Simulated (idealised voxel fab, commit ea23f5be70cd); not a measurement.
process module | voxel tone inversion
cross-section cut | 220 nm wide | cells 5 nm
A cross-section is a grid of square cells, given in bands from the top down. A band is one or more rows of cells.
Each band's line starts with the height of the band's top and of its bottom, in nm. Then come its materials from left to right, each with its width in nm. One material with "throughout" fills the band from edge to edge. "air" is empty space.
Height 0 is the level under which the wafer as received is all one material. The lowest band goes on downwards, as in "0 down".
A width such as "30 to 40" changes by the same amount from each row of cells to the next, from the band's top row to its bottom row.
"no change" after a step means that no cell of the cross-section changed.
closed voids: empty space of 8 cells or more with no open way to the top, each as width x height at its distance from the left edge, in nm
after a step's settings: what the simulator itself notes on the step
overlay nm, on a step with a mask: how far to the right of its planned place the mask lay; to the left if negative
plan
1 op RECEIVE | material Si
2 op CONFORMAL_DEP | material SiN | thk nm 5
3 op DIRECTIONAL_DEP | material aC | thk nm 20
4 op PATTERN | tone cover | mask id POSTS | material resist | width nm 20 | pitch nm 40 | thk nm 30 | overlay nm 0
5 op DIRECTIONAL_ETCH | etch materials aC | depth nm 20
6 op STRIP | etch materials resist
7 op FILL_DEP | material lowk | thk nm 5
8 op CMP | height nm 25
9 op STRIP | etch materials aC
10 op CONFORMAL_DEP | material TiN | thk nm 5
11 op FILL_DEP | material Cu | thk nm 10
12 op CMP | height nm 25
13 op CONFORMAL_DEP | material SiCN | thk nm 5
varied across the wafers: thk nm of step 13. The plan shows the first wafer's value. All wafers start alike
first wafer as received, after step 1
  0 down: Si throughout
  closed voids: none
first wafer at the end, after step 13
  30 to 25: SiCN throughout
  25 to 10: lowk 80 | TiN 5 | Cu 10 | TiN 5 | lowk 20 | TiN 5 | Cu 10 | TiN 5 | lowk 80
  10 to 5: lowk 80 | TiN 20 | lowk 20 | TiN 20 | lowk 80
  5 to 0: SiN throughout
  0 down: Si throughout
  closed voids: none
last wafer at the end
  45 to 25: SiCN throughout
  25 to 10: lowk 80 | TiN 5 | Cu 10 | TiN 5 | lowk 20 | TiN 5 | Cu 10 | TiN 5 | lowk 80
  10 to 5: lowk 80 | TiN 20 | lowk 20 | TiN 20 | lowk 80
  5 to 0: SiN throughout
  0 down: Si throughout
  closed voids: none
each wafer at the end: cells of each material gained (+) or lost (-) since it was received, then its closed voids
thk nm 5 | +12 Cu | +44 SiCN | +44 SiN | +20 TiN | +144 lowk | closed voids: none
thk nm 10 | +12 Cu | +88 SiCN | +44 SiN | +20 TiN | +144 lowk | closed voids: none
thk nm 15 | +12 Cu | +132 SiCN | +44 SiN | +20 TiN | +144 lowk | closed voids: none
thk nm 20 | +12 Cu | +176 SiCN | +44 SiN | +20 TiN | +144 lowk | closed voids: none
